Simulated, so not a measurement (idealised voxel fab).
Process module under the name voxel ribs on slabs
cross-section cut | 150 nm wide | cells 5 nm
When this document writes out a cross-section, it uses a grid of square cells and lists it as bands, beginning at the top and moving down, with a band standing for one or more rows of cells. Heads up on the band format: heights come first, top then bottom, in nm. After that it's the materials left to right, each with its width in nm. A single material flagged "edge to edge" fills the whole band edge to edge, and "blank" means there's empty space there. Counting heights begins at 0, where everything beneath is, in the wafer as received, one material. The lowest band has no bottom; it goes on downwards, as "top 0, no bottom" shows. A width such as "30 to 40" changes by the same amount from each row of cells to the next, from the band's top row to its bottom row. The cross-section has no changed cell in any step marked "no change". Closed void register: empty space of 8 cells or more with no open way to the top, each as width x height at its distance from the left edge, in nm. Formally, on a step line, whatever follows the settings is a remark that the simulator itself makes on the step. Each step line may optionally specify "overlay nm", which for a step with a mask gives the rightward distance between the mask's planned place and where it lay, a negative value indicating the leftward direction.

Listed below are the process steps as planned
1 RECEIVE,material Si
2 DIRECTIONAL_DEP,material SiO2,thk nm 25
3 DIRECTIONAL_DEP,material polySi,thk nm 25
4 MASKED_ETCH,tone cover,mask id RIB,width nm 20,etch materials polySi,depth nm 5,overlay nm 0
5 MASKED_ETCH,tone cover,mask id SLAB,width nm 50,etch materials polySi,depth nm 20,overlay nm 0
6 FILL_DEP,material SiO2,thk nm 25
7 CMP,height nm 65
8 DIRECTIONAL_DEP,material W,thk nm 5
9 DIRECTIONAL_DEP,material aC,thk nm 10
10 PATTERN,tone cover,mask id HEATER,material resist,width nm 30,thk nm 25,overlay nm 0
11 DIRECTIONAL_ETCH,etch materials aC,depth nm 10
12 STRIP,etch materials resist
13 DIRECTIONAL_ETCH,etch materials W,depth nm 5
14 STRIP,etch materials aC
15 CONFORMAL_DEP,material SiN,thk nm 5

First wafer out of two, processed as planned

Step 1 complete: cross-section of the wafer as received
    top 0, no bottom | Si edge to edge
    Closed void register: none

State of the wafer after step 2, shown in cross-section
    top 25, bottom 0 | SiO2 edge to edge
    Anything lower than 0 is untouched.

State of the wafer after step 3, shown in cross-section
    top 50, bottom 25 | polySi edge to edge
    Anything lower than 25 is untouched.

State of the wafer after step 4, shown in cross-section
    top 50, bottom 45 | 65 nm blank | 20 nm polySi | 65 nm blank
    Anything lower than 45 is untouched.

State of the wafer after step 5, shown in cross-section
    top 50, bottom 45 | 65 nm blank | 20 nm polySi | 65 nm blank
    top 45, bottom 25 | 50 nm blank | 50 nm polySi | 50 nm blank
    Anything lower than 25 is untouched.

State of the wafer after step 6, shown in cross-section
    top 75, bottom 50 | SiO2 edge to edge
    top 50, bottom 45 | 65 nm SiO2 | 20 nm polySi | 65 nm SiO2
    top 45, bottom 25 | 50 nm SiO2 | 50 nm polySi | 50 nm SiO2
    Anything lower than 25 is untouched.

State of the wafer after step 7, shown in cross-section
    top 65, bottom 50 | SiO2 edge to edge
    Anything lower than 50 is untouched.

State of the wafer after step 8, shown in cross-section
    top 70, bottom 65 | W edge to edge
    Anything lower than 65 is untouched.

State of the wafer after step 9, shown in cross-section
    top 80, bottom 70 | aC edge to edge
    Anything lower than 70 is untouched.

State of the wafer after step 10, shown in cross-section
    top 105, bottom 80 | 60 nm blank | 30 nm resist | 60 nm blank
    Anything lower than 80 is untouched.

State of the wafer after step 11, shown in cross-section
    top 95, bottom 80 | 60 nm blank | 30 nm resist | 60 nm blank
    top 80, bottom 70 | 60 nm blank | 30 nm aC | 60 nm blank
    Anything lower than 70 is untouched.

State of the wafer after step 12, shown in cross-section
    top 80, bottom 70 | 60 nm blank | 30 nm aC | 60 nm blank
    Anything lower than 70 is untouched.

State of the wafer after step 13, shown in cross-section
    top 80, bottom 70 | 60 nm blank | 30 nm aC | 60 nm blank
    top 70, bottom 65 | 60 nm blank | 30 nm W | 60 nm blank
    Anything lower than 65 is untouched.

State of the wafer after step 14, shown in cross-section
    top 70, bottom 65 | 60 nm blank | 30 nm W | 60 nm blank
    Anything lower than 65 is untouched.

State of the wafer after step 15, shown in cross-section
    top 75, bottom 70 | 55 nm blank | 40 nm SiN | 55 nm blank
    top 70, bottom 65 | 60 nm SiN | 30 nm W | 60 nm SiN
    Anything lower than 65 is untouched.

Companion wafer, the second of two: same beginning, same intended sequence, one mistake in carrying it out; through step 4 inclusive it tracks the first exactly

When step 5 should have ended
    top 50, bottom 45 | 65 nm blank | 20 nm polySi | 65 nm blank
    top 45, bottom 25 | 50 nm blank | 55 nm polySi | 45 nm blank
    Anything lower than 25 is untouched.

When step 6 should have ended
    top 75, bottom 50 | SiO2 edge to edge
    top 50, bottom 45 | 65 nm SiO2 | 20 nm polySi | 65 nm SiO2
    top 45, bottom 25 | 50 nm SiO2 | 55 nm polySi | 45 nm SiO2
    Anything lower than 25 is untouched.

When step 7 should have ended
    top 65, bottom 50 | SiO2 edge to edge
    Anything lower than 50 is untouched.

When step 8 should have ended
    top 70, bottom 65 | W edge to edge
    Anything lower than 65 is untouched.

When step 9 should have ended
    top 80, bottom 70 | aC edge to edge
    Anything lower than 70 is untouched.

When step 10 should have ended
    top 105, bottom 80 | 60 nm blank | 30 nm resist | 60 nm blank
    Anything lower than 80 is untouched.

When step 11 should have ended
    top 95, bottom 80 | 60 nm blank | 30 nm resist | 60 nm blank
    top 80, bottom 70 | 60 nm blank | 30 nm aC | 60 nm blank
    Anything lower than 70 is untouched.

When step 12 should have ended
    top 80, bottom 70 | 60 nm blank | 30 nm aC | 60 nm blank
    Anything lower than 70 is untouched.

When step 13 should have ended
    top 80, bottom 70 | 60 nm blank | 30 nm aC | 60 nm blank
    top 70, bottom 65 | 60 nm blank | 30 nm W | 60 nm blank
    Anything lower than 65 is untouched.

When step 14 should have ended
    top 70, bottom 65 | 60 nm blank | 30 nm W | 60 nm blank
    Anything lower than 65 is untouched.

When step 15 should have ended
    top 75, bottom 70 | 55 nm blank | 40 nm SiN | 55 nm blank
    top 70, bottom 65 | 60 nm SiN | 30 nm W | 60 nm SiN
    Anything lower than 65 is untouched.
The mistake made against the process plan was this: step 5 ran differently from the plan; actual operation with settings: MASKED_ETCH,tone cover,mask id SLAB,width nm 55,etch materials polySi,depth nm 20,overlay nm 0
Final cells, second wafer relative to first, materials higher or lower: 4 fewer of SiO2; 4 more of polySi
